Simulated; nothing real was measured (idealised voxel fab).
process module | voxel transistor to metal
cross-section cut | 140 nm wide | cells 5 nm
A cross-section is a grid of square cells, given in bands from the top down. A band is one or more rows of cells.
Each band's line starts with the height of the band's top and of its bottom, in nm. Then come its materials from left to right, each with its width in nm. One material with "throughout" fills the band from edge to edge. "air" is empty space.
Height 0 is the level under which the wafer as received is all one material. The lowest band goes on downwards, as in "0 down".
A width such as "30 to 40" changes by the same amount from each row of cells to the next, from the band's top row to its bottom row.
"no change" after a step means that no cell of the cross-section changed.
closed voids: empty space of 8 cells or more with no open way to the top, each as width x height at its distance from the left edge, in nm
after a step's settings: what the simulator itself notes on the step
overlay nm, on a step with a mask: how far to the right of its planned place the mask lay; to the left if negative
plan
1 op RECEIVE | material Si
2 op OXIDIZE | depth nm 5
3 op CONFORMAL_DEP | material SiN | thk nm 15
4 op PATTERN | tone cover | mask id ACTIVE | material resist | width nm 100 | thk nm 15 | overlay nm 0
5 op DIRECTIONAL_ETCH | etch materials SiN | depth nm 15
6 op DIRECTIONAL_ETCH | etch materials SiO2 | depth nm 5
7 op DIRECTIONAL_ETCH | etch materials Si | depth nm 30
8 op STRIP | etch materials resist
9 op OXIDIZE | depth nm 5
10 op FILL_DEP | material SiO2 | thk nm 10
11 op CMP | height nm 15
12 op SELECTIVE_ETCH | etch materials SiO2 | depth nm 5
13 op STRIP | etch materials SiN
14 op SELECTIVE_ETCH | etch materials SiO2 | depth nm 5
15 op OXIDIZE | depth nm 5
16 op DIRECTIONAL_DEP | material polySi | thk nm 20
17 op DIRECTIONAL_DEP | material SiCN | thk nm 15
18 op DIRECTIONAL_DEP | material aC | thk nm 15
19 op PATTERN | tone cover | mask id GATE | material resist | width nm 20 | thk nm 35 | overlay nm 0
20 op DIRECTIONAL_ETCH | etch materials aC | depth nm 15
21 op STRIP | etch materials resist
22 op DIRECTIONAL_ETCH | etch materials SiCN | depth nm 25
23 op DIRECTIONAL_ETCH | etch materials polySi | depth nm 30
24 op STRIP | etch materials aC
25 op CONFORMAL_DEP | material SiN | thk nm 10
26 op DIRECTIONAL_ETCH | etch materials SiN | depth nm 10
27 op DIRECTIONAL_ETCH | etch materials SiO2 | depth nm 5
28 op DIRECTIONAL_ETCH | etch materials Si | depth nm 15
29 op EPI | material nSi | thk nm 15
30 op FILL_DEP | material SiO2 | thk nm 10
31 op CMP | height nm 30
32 op DIRECTIONAL_DEP | material SiO2 | thk nm 10
33 op DIRECTIONAL_DEP | material aC | thk nm 15
34 op PATTERN | tone open | mask id CONTACT | material resist | width nm 25 | pitch nm 55 | thk nm 35 | overlay nm 0
35 op DIRECTIONAL_ETCH | etch materials aC | depth nm 15
36 op STRIP | etch materials resist
37 op DIRECTIONAL_ETCH | etch materials SiO2 | depth nm 50
38 op STRIP | etch materials aC
39 op CONFORMAL_DEP | material TiN | thk nm 5
40 op FILL_DEP | material W | thk nm 10
41 op CMP | height nm 40
42 op CONFORMAL_DEP | material SiN | thk nm 5
43 op DIRECTIONAL_DEP | material SiO2 | thk nm 25
44 op MASKED_ETCH | tone open | mask id METAL_1 | width nm 15 | pitch nm 65 | etch materials SiO2 | depth nm 25 | overlay nm 0
45 op MASKED_ETCH | tone open | mask id METAL_1 | width nm 15 | pitch nm 65 | etch materials SiN | depth nm 5 | overlay nm 0
46 op CONFORMAL_DEP | material TiN | thk nm 5
47 op FILL_DEP | material Ru | thk nm 10
48 op CMP | height nm 70
49 op CONFORMAL_DEP | material SiCN | thk nm 5
50 op DIRECTIONAL_DEP | material lowk | thk nm 25
51 op PATTERN | tone open | mask id METAL_2 | material resist | width nm 15 | pitch nm 65 | thk nm 15 | overlay nm 0
52 op DIRECTIONAL_ETCH | etch materials lowk | depth nm 15
53 op STRIP | etch materials resist
54 op PATTERN | tone open | mask id METAL_2_HOLES | material resist | width nm 15 | pitch nm 65 | thk nm 20 | overlay nm 0
55 op DIRECTIONAL_ETCH | etch materials lowk | depth nm 10
56 op DIRECTIONAL_ETCH | etch materials SiCN | depth nm 5
57 op STRIP | etch materials resist
58 op CONFORMAL_DEP | material TiN | thk nm 5
59 op FILL_DEP | material Cu | thk nm 10
60 op CMP | height nm 100
61 op CONFORMAL_DEP | material SiN | thk nm 5
first wafer, as planned
as received, after step 1
  0 down: Si throughout
  closed voids: none
after step 2
  0 to -5: SiO2 throughout
  below -5: unchanged
after step 3
  15 to 0: SiN throughout
  below 0: unchanged
after step 4
  30 to 15: air 20 | resist 100 | air 20
  below 15: unchanged
after step 5
  30 to 15: air 20 | resist 100 | air 20
  15 to 0: air 20 | SiN 100 | air 20
  below 0: unchanged
after step 6
  30 to 15: air 20 | resist 100 | air 20
  15 to 0: air 20 | SiN 100 | air 20
  0 to -5: air 20 | SiO2 100 | air 20
  below -5: unchanged
after step 7
  30 to 15: air 20 | resist 100 | air 20
  15 to 0: air 20 | SiN 100 | air 20
  0 to -5: air 20 | SiO2 100 | air 20
  -5 to -35: air 20 | Si 100 | air 20
  below -35: unchanged
after step 8
  15 to 0: air 20 | SiN 100 | air 20
  below 0: unchanged
after step 9
  15 to 0: air 20 | SiN 100 | air 20
  0 to -5: air 20 | SiO2 100 | air 20
  -5 to -35: air 20 | SiO2 5 | Si 90 | SiO2 5 | air 20
  -35 to -40: SiO2 25 | Si 90 | SiO2 25
  below -40: unchanged
after step 10
  25 to 15: SiO2 throughout
  15 to 0: SiO2 20 | SiN 100 | SiO2 20
  0 to -5: SiO2 throughout
  -5 to -40: SiO2 25 | Si 90 | SiO2 25
  below -40: unchanged
after step 11
  15 to 0: SiO2 20 | SiN 100 | SiO2 20
  below 0: unchanged
after step 12
  15 to 10: air 20 | SiN 100 | air 20
  below 10: unchanged
after step 13
  10 to 0: SiO2 20 | air 100 | SiO2 20
  below 0: unchanged
after step 14
  5 to -5: SiO2 15 | air 110 | SiO2 15
  below -5: unchanged
after step 15
  5 to -5: SiO2 15 | air 110 | SiO2 15
  -5 to -10: SiO2 throughout
  below -10: unchanged
after step 16
  25 to 15: polySi 15 | air 110 | polySi 15
  15 to 5: polySi throughout
  5 to -5: SiO2 15 | polySi 110 | SiO2 15
  below -5: unchanged
after step 17
  40 to 30: SiCN 15 | air 110 | SiCN 15
  30 to 25: SiCN throughout
  25 to 15: polySi 15 | SiCN 110 | polySi 15
  below 15: unchanged
after step 18
  55 to 45: aC 15 | air 110 | aC 15
  45 to 40: aC throughout
  40 to 30: SiCN 15 | aC 110 | SiCN 15
  below 30: unchanged
after step 19
  90 to 55: air 60 | resist 20 | air 60
  55 to 45: aC 15 | air 45 | resist 20 | air 45 | aC 15
  below 45: unchanged
after step 20
  75 to 45: air 60 | resist 20 | air 60
  45 to 40: air 60 | aC 20 | air 60
  40 to 30: SiCN 15 | air 45 | aC 20 | air 45 | SiCN 15
  below 30: unchanged
after step 21
  45 to 40: air 60 | aC 20 | air 60
  below 40: unchanged
after step 22
  45 to 30: air 60 | aC 20 | air 60
  30 to 25: air 60 | SiCN 20 | air 60
  25 to 15: polySi 15 | air 45 | SiCN 20 | air 45 | polySi 15
  below 15: unchanged
after step 23
  45 to 30: air 60 | aC 20 | air 60
  30 to 15: air 60 | SiCN 20 | air 60
  15 to 5: air 60 | polySi 20 | air 60
  5 to -5: SiO2 15 | air 45 | polySi 20 | air 45 | SiO2 15
  below -5: unchanged
after step 24
  30 to 15: air 60 | SiCN 20 | air 60
  below 15: unchanged
after step 25
  40 to 30: air 50 | SiN 40 | air 50
  30 to 15: air 50 | SiN 10 | SiCN 20 | SiN 10 | air 50
  15 to 5: SiN 25 | air 25 | SiN 10 | polySi 20 | SiN 10 | air 25 | SiN 25
  5 to -5: SiO2 15 | SiN 45 | polySi 20 | SiN 45 | SiO2 15
  below -5: unchanged
after step 26
  30 to 15: air 50 | SiN 10 | SiCN 20 | SiN 10 | air 50
  15 to 5: air 50 | SiN 10 | polySi 20 | SiN 10 | air 50
  5 to -5: SiO2 15 | SiN 10 | air 25 | SiN 10 | polySi 20 | SiN 10 | air 25 | SiN 10 | SiO2 15
  below -5: unchanged
after step 27
  30 to 15: air 50 | SiN 10 | SiCN 20 | SiN 10 | air 50
  15 to 5: air 50 | SiN 10 | polySi 20 | SiN 10 | air 50
  5 to 0: air 15 | SiN 10 | air 25 | SiN 10 | polySi 20 | SiN 10 | air 25 | SiN 10 | air 15
  0 to -5: SiO2 15 | SiN 10 | air 25 | SiN 10 | polySi 20 | SiN 10 | air 25 | SiN 10 | SiO2 15
  -5 to -10: SiO2 25 | air 25 | SiO2 40 | air 25 | SiO2 25
  below -10: unchanged
after step 28
  30 to 15: air 50 | SiN 10 | SiCN 20 | SiN 10 | air 50
  15 to 5: air 50 | SiN 10 | polySi 20 | SiN 10 | air 50
  5 to 0: air 15 | SiN 10 | air 25 | SiN 10 | polySi 20 | SiN 10 | air 25 | SiN 10 | air 15
  0 to -5: SiO2 15 | SiN 10 | air 25 | SiN 10 | polySi 20 | SiN 10 | air 25 | SiN 10 | SiO2 15
  -5 to -10: SiO2 25 | air 25 | SiO2 40 | air 25 | SiO2 25
  -10 to -25: SiO2 25 | air 25 | Si 40 | air 25 | SiO2 25
  below -25: unchanged
after step 29
  30 to 15: air 50 | SiN 10 | SiCN 20 | SiN 10 | air 50
  15 to 5: air 50 | SiN 10 | polySi 20 | SiN 10 | air 50
  5 to 0: air 15 | SiN 10 | air 10 | nSi 15 | SiN 10 | polySi 20 | SiN 10 | nSi 15 | air 10 | SiN 10 | air 15
  0 to -5: SiO2 15 | SiN 10 | air 10 | nSi 15 | SiN 10 | polySi 20 | SiN 10 | nSi 15 | air 10 | SiN 10 | SiO2 15
  -5 to -10: SiO2 25 | air 10 | nSi 15 | SiO2 40 | nSi 15 | air 10 | SiO2 25
  -10 to -25: SiO2 25 | nSi 25 | Si 40 | nSi 25 | SiO2 25
  below -25: unchanged
after step 30
  40 to 30: SiO2 throughout
  30 to 15: SiO2 50 | SiN 10 | SiCN 20 | SiN 10 | SiO2 50
  15 to 5: SiO2 50 | SiN 10 | polySi 20 | SiN 10 | SiO2 50
  5 to -5: SiO2 15 | SiN 10 | SiO2 10 | nSi 15 | SiN 10 | polySi 20 | SiN 10 | nSi 15 | SiO2 10 | SiN 10 | SiO2 15
  -5 to -10: SiO2 35 | nSi 15 | SiO2 40 | nSi 15 | SiO2 35
  below -10: unchanged
after step 31
  30 to 15: SiO2 50 | SiN 10 | SiCN 20 | SiN 10 | SiO2 50
  below 15: unchanged
after step 32
  40 to 30: SiO2 throughout
  below 30: unchanged
after step 33
  55 to 40: aC throughout
  below 40: unchanged
after step 34
  90 to 55: resist 30 | air 25 | resist 30 | air 25 | resist 30
  below 55: unchanged
after step 35
  75 to 55: resist 30 | air 25 | resist 30 | air 25 | resist 30
  55 to 40: aC 30 | air 25 | aC 30 | air 25 | aC 30
  below 40: unchanged
after step 36
  55 to 40: aC 30 | air 25 | aC 30 | air 25 | aC 30
  below 40: unchanged
after step 37
  55 to 40: aC 30 | air 25 | aC 30 | air 25 | aC 30
  40 to 30: SiO2 30 | air 25 | SiO2 30 | air 25 | SiO2 30
  30 to 15: SiO2 30 | air 20 | SiN 10 | SiCN 20 | SiN 10 | air 20 | SiO2 30
  15 to 5: SiO2 30 | air 20 | SiN 10 | polySi 20 | SiN 10 | air 20 | SiO2 30
  5 to -5: SiO2 15 | SiN 10 | SiO2 5 | air 5 | nSi 15 | SiN 10 | polySi 20 | SiN 10 | nSi 15 | air 5 | SiO2 5 | SiN 10 | SiO2 15
  -5 to -10: SiO2 30 | air 5 | nSi 15 | SiO2 40 | nSi 15 | air 5 | SiO2 30
  below -10: unchanged
after step 38
  40 to 30: SiO2 30 | air 25 | SiO2 30 | air 25 | SiO2 30
  below 30: unchanged
after step 39
  45 to 40: TiN 35 | air 15 | TiN 40 | air 15 | TiN 35
  40 to 30: SiO2 30 | TiN 5 | air 15 to 10 | TiN 5 to 10 | SiO2 30 | TiN 5 to 10 | air 15 to 10 | TiN 5 | SiO2 30
  30 to 15: SiO2 30 | TiN 5 | air 10 | TiN 5 | SiN 10 | SiCN 20 | SiN 10 | TiN 5 | air 10 | TiN 5 | SiO2 30
  15 to 10: SiO2 30 | TiN 5 | air 10 | TiN 5 | SiN 10 | polySi 20 | SiN 10 | TiN 5 | air 10 | TiN 5 | SiO2 30
  10 to 5: SiO2 30 | TiN 20 | SiN 10 | polySi 20 | SiN 10 | TiN 20 | SiO2 30
  5 to -5: SiO2 15 | SiN 10 | SiO2 5 | TiN 5 | nSi 15 | SiN 10 | polySi 20 | SiN 10 | nSi 15 | TiN 5 | SiO2 5 | SiN 10 | SiO2 15
  -5 to -10: SiO2 30 | TiN 5 | nSi 15 | SiO2 40 | nSi 15 | TiN 5 | SiO2 30
  below -10: unchanged
after step 40
  55 to 45: W throughout
  45 to 40: TiN 35 | W 15 | TiN 40 | W 15 | TiN 35
  40 to 30: SiO2 30 | TiN 5 | W 15 to 10 | TiN 5 to 10 | SiO2 30 | TiN 5 to 10 | W 15 to 10 | TiN 5 | SiO2 30
  30 to 15: SiO2 30 | TiN 5 | W 10 | TiN 5 | SiN 10 | SiCN 20 | SiN 10 | TiN 5 | W 10 | TiN 5 | SiO2 30
  15 to 10: SiO2 30 | TiN 5 | W 10 | TiN 5 | SiN 10 | polySi 20 | SiN 10 | TiN 5 | W 10 | TiN 5 | SiO2 30
  below 10: unchanged
after step 41
  40 to 30: SiO2 30 | TiN 5 | W 15 to 10 | TiN 5 to 10 | SiO2 30 | TiN 5 to 10 | W 15 to 10 | TiN 5 | SiO2 30
  below 30: unchanged
after step 42
  45 to 40: SiN throughout
  below 40: unchanged
after step 43
  70 to 45: SiO2 throughout
  below 45: unchanged
after step 44
  70 to 45: SiO2 30 | air 15 | SiO2 50 | air 15 | SiO2 30
  below 45: unchanged
after step 45
  70 to 45: SiO2 30 | air 15 | SiO2 50 | air 15 | SiO2 30
  45 to 40: SiN 30 | air 15 | SiN 50 | air 15 | SiN 30
  below 40: unchanged
after step 46
  75 to 70: TiN 35 | air 5 | TiN 60 | air 5 | TiN 35
  70 to 45: SiO2 30 | TiN 5 | air 5 | TiN 5 | SiO2 50 | TiN 5 | air 5 | TiN 5 | SiO2 30
  45 to 40: SiN 30 | TiN 15 | SiN 50 | TiN 15 | SiN 30
  below 40: unchanged
after step 47
  85 to 75: Ru throughout
  75 to 70: TiN 35 | Ru 5 | TiN 60 | Ru 5 | TiN 35
  70 to 45: SiO2 30 | TiN 5 | Ru 5 | TiN 5 | SiO2 50 | TiN 5 | Ru 5 | TiN 5 | SiO2 30
  below 45: unchanged
after step 48
  70 to 45: SiO2 30 | TiN 5 | Ru 5 | TiN 5 | SiO2 50 | TiN 5 | Ru 5 | TiN 5 | SiO2 30
  below 45: unchanged
after step 49
  75 to 70: SiCN throughout
  below 70: unchanged
after step 50
  100 to 75: lowk throughout
  below 75: unchanged
after step 51
  115 to 100: resist 30 | air 15 | resist 50 | air 15 | resist 30
  below 100: unchanged
after step 52
  115 to 100: resist 30 | air 15 | resist 50 | air 15 | resist 30
  100 to 85: lowk 30 | air 15 | lowk 50 | air 15 | lowk 30
  below 85: unchanged
after step 53
  100 to 85: lowk 30 | air 15 | lowk 50 | air 15 | lowk 30
  below 85: unchanged
after step 54
  120 to 100: resist 30 | air 15 | resist 50 | air 15 | resist 30
  below 100: unchanged
after step 55
  120 to 100: resist 30 | air 15 | resist 50 | air 15 | resist 30
  100 to 75: lowk 30 | air 15 | lowk 50 | air 15 | lowk 30
  below 75: unchanged
after step 56
  120 to 100: resist 30 | air 15 | resist 50 | air 15 | resist 30
  100 to 75: lowk 30 | air 15 | lowk 50 | air 15 | lowk 30
  75 to 70: SiCN 30 | air 15 | SiCN 50 | air 15 | SiCN 30
  below 70: unchanged
after step 57
  100 to 75: lowk 30 | air 15 | lowk 50 | air 15 | lowk 30
  below 75: unchanged
after step 58
  105 to 100: TiN 35 | air 5 | TiN 60 | air 5 | TiN 35
  100 to 75: lowk 30 | TiN 5 | air 5 | TiN 5 | lowk 50 | TiN 5 | air 5 | TiN 5 | lowk 30
  75 to 70: SiCN 30 | TiN 15 | SiCN 50 | TiN 15 | SiCN 30
  below 70: unchanged
after step 59
  115 to 105: Cu throughout
  105 to 100: TiN 35 | Cu 5 | TiN 60 | Cu 5 | TiN 35
  100 to 75: lowk 30 | TiN 5 | Cu 5 | TiN 5 | lowk 50 | TiN 5 | Cu 5 | TiN 5 | lowk 30
  below 75: unchanged
after step 60
  100 to 75: lowk 30 | TiN 5 | Cu 5 | TiN 5 | lowk 50 | TiN 5 | Cu 5 | TiN 5 | lowk 30
  below 75: unchanged
after step 61
  105 to 100: SiN throughout
  below 100: unchanged
second wafer: like start, like plan, one mistake. Through step 43 it matches the first wafer
when step 44 should have ended
  70 to 45: SiO2 30 | air 20 | SiO2 45 | air 20 | SiO2 25
  below 45: unchanged
when step 45 should have ended
  70 to 45: SiO2 30 | air 20 | SiO2 45 | air 20 | SiO2 25
  45 to 40: SiN 30 | air 15 | SiN 50 | air 15 | SiN 30
  below 40: unchanged
when step 46 should have ended
  75 to 70: TiN 35 | air 10 | TiN 55 | air 10 | TiN 30
  70 to 50: SiO2 30 | TiN 5 | air 10 | TiN 5 | SiO2 45 | TiN 5 | air 10 | TiN 5 | SiO2 25
  50 to 45: SiO2 30 | TiN 5 | air 5 | TiN 10 | SiO2 45 | TiN 5 | air 5 | TiN 10 | SiO2 25
  45 to 40: SiN 30 | TiN 15 | SiN 50 | TiN 15 | SiN 30
  below 40: unchanged
when step 47 should have ended
  85 to 75: Ru throughout
  75 to 70: TiN 35 | Ru 10 | TiN 55 | Ru 10 | TiN 30
  70 to 50: SiO2 30 | TiN 5 | Ru 10 | TiN 5 | SiO2 45 | TiN 5 | Ru 10 | TiN 5 | SiO2 25
  50 to 45: SiO2 30 | TiN 5 | Ru 5 | TiN 10 | SiO2 45 | TiN 5 | Ru 5 | TiN 10 | SiO2 25
  below 45: unchanged
when step 48 should have ended
  70 to 50: SiO2 30 | TiN 5 | Ru 10 | TiN 5 | SiO2 45 | TiN 5 | Ru 10 | TiN 5 | SiO2 25
  below 50: unchanged
when step 49 should have ended
  75 to 70: SiCN throughout
  below 70: unchanged
when step 50 should have ended
  100 to 75: lowk throughout
  below 75: unchanged
when step 51 should have ended
  115 to 100: resist 30 | air 15 | resist 50 | air 15 | resist 30
  below 100: unchanged
when step 52 should have ended
  115 to 100: resist 30 | air 15 | resist 50 | air 15 | resist 30
  100 to 85: lowk 30 | air 15 | lowk 50 | air 15 | lowk 30
  below 85: unchanged
when step 53 should have ended
  100 to 85: lowk 30 | air 15 | lowk 50 | air 15 | lowk 30
  below 85: unchanged
when step 54 should have ended
  120 to 100: resist 30 | air 15 | resist 50 | air 15 | resist 30
  below 100: unchanged
when step 55 should have ended
  120 to 100: resist 30 | air 15 | resist 50 | air 15 | resist 30
  100 to 75: lowk 30 | air 15 | lowk 50 | air 15 | lowk 30
  below 75: unchanged
when step 56 should have ended
  120 to 100: resist 30 | air 15 | resist 50 | air 15 | resist 30
  100 to 75: lowk 30 | air 15 | lowk 50 | air 15 | lowk 30
  75 to 70: SiCN 30 | air 15 | SiCN 50 | air 15 | SiCN 30
  below 70: unchanged
when step 57 should have ended
  100 to 75: lowk 30 | air 15 | lowk 50 | air 15 | lowk 30
  below 75: unchanged
when step 58 should have ended
  105 to 100: TiN 35 | air 5 | TiN 60 | air 5 | TiN 35
  100 to 75: lowk 30 | TiN 5 | air 5 | TiN 5 | lowk 50 | TiN 5 | air 5 | TiN 5 | lowk 30
  75 to 70: SiCN 30 | TiN 15 | SiCN 50 | TiN 15 | SiCN 30
  below 70: unchanged
when step 59 should have ended
  115 to 105: Cu throughout
  105 to 100: TiN 35 | Cu 5 | TiN 60 | Cu 5 | TiN 35
  100 to 75: lowk 30 | TiN 5 | Cu 5 | TiN 5 | lowk 50 | TiN 5 | Cu 5 | TiN 5 | lowk 30
  below 75: unchanged
when step 60 should have ended
  100 to 75: lowk 30 | TiN 5 | Cu 5 | TiN 5 | lowk 50 | TiN 5 | Cu 5 | TiN 5 | lowk 30
  below 75: unchanged
when step 61 should have ended
  105 to 100: SiN throughout
  below 100: unchanged
what went wrong: step 44 ran as: op MASKED_ETCH | tone open | mask id METAL_1 | width nm 20 | pitch nm 65 | etch materials SiO2 | depth nm 25 | overlay nm 0
at the end the second wafer has, in cells: 8 more of Ru | 10 fewer of SiO2 | 2 more of TiN
